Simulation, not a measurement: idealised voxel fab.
process module | voxel self aligned contacts
cross-section cut | 285 nm wide | cells 5 nm
A cross-section is a grid of square cells, given in bands from the top down. A band is one or more rows of cells.
Each band's line starts with the height of the band's top and of its bottom, in nm. Then come its materials from left to right, each with its width in nm. One material with "throughout" fills the band from edge to edge. "air" is empty space.
Height 0 is the level under which the wafer as received is all one material. The lowest band goes on downwards, as in "0 down".
A width such as "30 to 40" changes by the same amount from each row of cells to the next, from the band's top row to its bottom row.
"no change" after a step means that no cell of the cross-section changed.
closed voids: empty space of 8 cells or more with no open way to the top, each as width x height at its distance from the left edge, in nm
after a step's settings: what the simulator itself notes on the step
overlay nm, on a step with a mask: how far to the right of its planned place the mask lay; to the left if negative
plan
1 op RECEIVE | material Si
2 op OXIDIZE | depth nm 5
3 op DIRECTIONAL_DEP | material polySi | thk nm 20
4 op DIRECTIONAL_DEP | material SiN | thk nm 20
5 op DIRECTIONAL_DEP | material aC | thk nm 10
6 op PATTERN | tone cover | mask id GATE | material resist | width nm 25 | pitch nm 55 | thk nm 30 | overlay nm 0
7 op DIRECTIONAL_ETCH | etch materials aC | depth nm 10
8 op STRIP | etch materials resist
9 op DIRECTIONAL_ETCH | etch materials SiN | depth nm 20
10 op DIRECTIONAL_ETCH | etch materials polySi | depth nm 20
11 op STRIP | etch materials aC
12 op CONFORMAL_DEP | material SiN | thk nm 5
13 op DIRECTIONAL_ETCH | etch materials SiN | depth nm 5
14 op FILL_DEP | material SiO2 | thk nm 10
15 op CMP | height nm 45
16 op PATTERN | tone open | mask id CONTACT | material resist | width nm 40 | pitch nm 55 | thk nm 15 | overlay nm 0
17 op DIRECTIONAL_ETCH | etch materials SiO2 | depth nm 50
18 op STRIP | etch materials resist
19 op CONFORMAL_DEP | material TiN | thk nm 5
20 op FILL_DEP | material W | thk nm 5
21 op CMP | height nm 45
22 op CONFORMAL_DEP | material SiCN | thk nm 5
as received, after step 1
  0 down: Si throughout
  closed voids: none
a wafer at the end: this start, this plan, one mistake
  50 to 45: SiCN throughout
  45 to 40: SiO2 95 | TiN 40 | SiO2 15 | TiN 40 | SiO2 95
  40 to 20: SiN 80 | SiO2 15 | SiN 40 | SiO2 15 | SiN 40 | SiO2 15 | SiN 80
  20 to 0: polySi 75 | SiN 5 | SiO2 15 | SiN 5 | polySi 30 | SiN 5 | SiO2 15 | SiN 5 | polySi 30 | SiN 5 | SiO2 15 | SiN 5 | polySi 75
  0 to -5: SiO2 throughout
  -5 down: Si throughout
  closed voids: none
what went wrong: step 6 ran as: op PATTERN | tone open | mask id GATE | material resist | width nm 25 | pitch nm 55 | thk nm 30 | overlay nm 0
